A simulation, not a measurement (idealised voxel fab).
process module | voxel released beams
cross-section cut | 195 nm wide | cells 5 nm
A cross-section is a grid of square cells, given in bands from the top down. A band is one or more rows of cells.
Each band's line starts with the height of the band's top and of its bottom, in nm. Then come its materials from left to right, each with its width in nm. One material with "throughout" fills the band from edge to edge. "air" is empty space.
Height 0 is the level under which the wafer as received is all one material. The lowest band goes on downwards, as in "0 down".
A width such as "30 to 40" changes by the same amount from each row of cells to the next, from the band's top row to its bottom row.
"no change" after a step means that no cell of the cross-section changed.
closed voids: empty space of 8 cells or more with no open way to the top, each as width x height at its distance from the left edge, in nm
after a step's settings: what the simulator itself notes on the step
overlay nm, on a step with a mask: how far to the right of its planned place the mask lay; to the left if negative
plan
1 op RECEIVE | material Si
2 op CONFORMAL_DEP | material SiN | thk nm 5
3 op DIRECTIONAL_DEP | material SiO2 | thk nm 15
4 op DIRECTIONAL_DEP | material aC | thk nm 10
5 op PATTERN | tone open | mask id ANCHOR | material resist | width nm 35 | thk nm 30 | overlay nm 0
6 op DIRECTIONAL_ETCH | etch materials aC | depth nm 10
7 op STRIP | etch materials resist
8 op DIRECTIONAL_ETCH | etch materials SiO2 | depth nm 15
9 op STRIP | etch materials aC
10 op CONFORMAL_DEP | material polySi | thk nm 15
11 op MASKED_ETCH | tone cover | mask id BEAM | width nm 120 | etch materials polySi | depth nm 15 | overlay nm 0
12 op STRIP | etch materials SiO2
as received, after step 1
  0 down: Si throughout
  closed voids: none
a wafer at the end: this start, this plan, one mistake
  50 to 35: air 35 | polySi 120 | air 40
  35 to 20: polySi throughout
  20 to 5: SiO2 40 | polySi 35 | SiO2 120
  5 to 0: SiN throughout
  0 down: Si throughout
  closed voids: none
what went wrong: step 10 was run twice
